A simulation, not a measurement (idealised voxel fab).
process module | voxel wiring stack
cross-section cut | 170 nm wide | cells 5 nm
A cross-section is a grid of square cells, given in bands from the top down. A band is one or more rows of cells.
Each band's line starts with the height of the band's top and of its bottom, in nm. Then come its materials from left to right, each with its width in nm. One material with "throughout" fills the band from edge to edge. "air" is empty space.
Height 0 is the level under which the wafer as received is all one material. The lowest band goes on downwards, as in "0 down".
A width such as "30 to 40" changes by the same amount from each row of cells to the next, from the band's top row to its bottom row.
"no change" after a step means that no cell of the cross-section changed.
closed voids: empty space of 8 cells or more with no open way to the top, each as width x height at its distance from the left edge, in nm
after a step's settings: what the simulator itself notes on the step
overlay nm, on a step with a mask: how far to the right of its planned place the mask lay; to the left if negative
plan
1 op RECEIVE | material Si
2 op CONFORMAL_DEP | material SiO2 | thk nm 10
3 op DIRECTIONAL_DEP | material TiN | thk nm 5
4 op DIRECTIONAL_DEP | material W | thk nm 25
5 op PATTERN | tone cover | mask id METAL_1 | material resist | width nm 30 | pitch nm 55 | thk nm 20 | overlay nm 0
6 op DIRECTIONAL_ETCH | etch materials W | depth nm 25
7 op DIRECTIONAL_ETCH | etch materials TiN | depth nm 5
8 op STRIP | etch materials resist
9 op FILL_DEP | material lowk | thk nm 5
10 op CMP | height nm 40
11 op CONFORMAL_DEP | material SiCN | thk nm 5
12 op DIRECTIONAL_DEP | material lowk | thk nm 20
13 op DIRECTIONAL_DEP | material aC | thk nm 10
14 op PATTERN | tone open | mask id PLUG_1 | material resist | width nm 15 | pitch nm 55 | thk nm 25 | overlay nm 0
15 op DIRECTIONAL_ETCH | etch materials aC | depth nm 10
16 op STRIP | etch materials resist
17 op DIRECTIONAL_ETCH | etch materials lowk | depth nm 20
18 op DIRECTIONAL_ETCH | etch materials SiCN | depth nm 5
19 op STRIP | etch materials aC
20 op CONFORMAL_DEP | material TiN | thk nm 5
21 op FILL_DEP | material Cu | thk nm 10
22 op CMP | height nm 65
23 op CONFORMAL_DEP | material SiN | thk nm 5
24 op DIRECTIONAL_DEP | material SiO2 | thk nm 15
25 op MASKED_ETCH | tone open | mask id METAL_2 | width nm 20 | pitch nm 55 | etch materials SiO2 | depth nm 15 | overlay nm 0
26 op MASKED_ETCH | tone open | mask id METAL_2 | width nm 30 | pitch nm 55 | etch materials SiN | depth nm 5 | overlay nm 0
27 op CONFORMAL_DEP | material TiN | thk nm 5
28 op FILL_DEP | material Cu | thk nm 10
29 op CMP | height nm 85
30 op CONFORMAL_DEP | material SiCN | thk nm 5
varied across the wafers: width nm of step 25. The plan shows the first wafer's value. All wafers start alike
first wafer as received, after step 1
  0 down: Si throughout
  closed voids: none
first wafer at the end, after step 30
  90 to 85: SiCN throughout
  85 to 70: SiO2 20 | TiN 5 | Cu 10 | TiN 5 | SiO2 35 | TiN 5 | Cu 10 | TiN 5 | SiO2 35 | TiN 5 | Cu 10 | TiN 5 | SiO2 20
  70 to 65: SiN 20 | TiN 20 | SiN 35 | TiN 20 | SiN 35 | TiN 20 | SiN 20
  65 to 45: lowk 15 | TiN 5 | Cu 5 | TiN 5 | lowk 40 | TiN 5 | Cu 5 | TiN 5 | lowk 40 | TiN 5 | Cu 5 | TiN 5 | lowk 30
  45 to 40: SiCN 15 | TiN 15 | SiCN 40 | TiN 15 | SiCN 40 | TiN 15 | SiCN 30
  40 to 15: lowk 15 | W 30 | lowk 25 | W 30 | lowk 25 | W 30 | lowk 15
  15 to 10: lowk 15 | TiN 30 | lowk 25 | TiN 30 | lowk 25 | TiN 30 | lowk 15
  10 to 0: SiO2 throughout
  0 down: Si throughout
  closed voids: none
last wafer at the end
  90 to 85: SiCN throughout
  85 to 70: SiO2 15 | TiN 5 | Cu 20 | TiN 5 | SiO2 25 | TiN 5 | Cu 20 | TiN 5 | SiO2 25 | TiN 5 | Cu 20 | TiN 5 | SiO2 15
  70 to 65: SiN 15 | TiN 30 | SiN 25 | TiN 30 | SiN 25 | TiN 30 | SiN 15
  65 to 45: lowk 15 | TiN 5 | Cu 5 | TiN 5 | lowk 40 | TiN 5 | Cu 5 | TiN 5 | lowk 40 | TiN 5 | Cu 5 | TiN 5 | lowk 30
  45 to 40: SiCN 15 | TiN 15 | SiCN 40 | TiN 15 | SiCN 40 | TiN 15 | SiCN 30
  40 to 15: lowk 15 | W 30 | lowk 25 | W 30 | lowk 25 | W 30 | lowk 15
  15 to 10: lowk 15 | TiN 30 | lowk 25 | TiN 30 | lowk 25 | TiN 30 | lowk 15
  10 to 0: SiO2 throughout
  0 down: Si throughout
  closed voids: none
each wafer at the end: cells of each material gained (+) or lost (-) since it was received, then its closed voids
width nm 20 | +30 Cu | +59 SiCN | +22 SiN | +134 SiO2 | +81 TiN | +90 W | +196 lowk | closed voids: none
width nm 25 | +39 Cu | +59 SiCN | +19 SiN | +125 SiO2 | +84 TiN | +90 W | +196 lowk | closed voids: none
width nm 30 | +48 Cu | +59 SiCN | +16 SiN | +116 SiO2 | +87 TiN | +90 W | +196 lowk | closed voids: none
